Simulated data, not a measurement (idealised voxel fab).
voxel local oxidation: a process module
Displayed cross-section: cut, width of 185 nm, square cells sized 5 nm.
In this document a cross-section is written as a grid of square cells. It is given as a series of bands, listed from the top down, and a band is one or more rows of cells.
First you get the band's top height and its bottom height, in nm, and then the materials it's made of, left to right, with each width in nm. If you see a single material with "everywhere", that one covers the band edge to edge. "air" is empty space.
Basically, 0 is our baseline, since under it the wafer straight out of the box is all one material. The bottom band has no lower end and keeps on going down, so it looks like "0 -> down".
Read "30..40" as a graded width: first number on top, second number at the bottom, same change between each pair of neighbouring rows.
Step note "left unchanged" = no cross-section cell changed.
In the "Closed void list" entry, you get each enclosed empty space of 8 cells or more, one with no open way to the top, written width x height at distance, distance from the left edge, in nm.
after a step's settings: what the simulator itself notes on the step
"overlay nm" denotes, for a step that has a mask, the displacement of the mask to the right of its planned place, with negative values corresponding to the left.
[The steps planned for the process are as follows]
step 1: RECEIVE, material Si
step 2: CONFORMAL_DEP, material SiO2, thk nm 5
step 3: CONFORMAL_DEP, material SiN, thk nm 10
step 4: MASKED_ETCH, tone cover, mask id ACTIVE, width nm 90, etch materials SiN, depth nm 10, overlay nm 0
step 5: SELECTIVE_ETCH, etch materials SiO2, depth nm 5
step 6: OXIDIZE, depth nm 10
step 7: STRIP, etch materials SiN
Be aware that, although all wafers share a common starting state, the thk nm at step 2 differs among them, and the plan displays the first wafer's value.
[first wafer as received, after step 1]
    0 -> down: Si everywhere
    Closed void list: none
[Rows = wafers. At module end, each row lists per material the cells gained (+) or lost (-) since the wafer was received, then the closed voids]
thk nm 5, -50 Si, +66 SiO2, Closed void list: none
thk nm 10, +53 SiO2, Closed void list: none
thk nm 15, +90 SiO2, Closed void list: none
thk nm 20, +127 SiO2, Closed void list: none
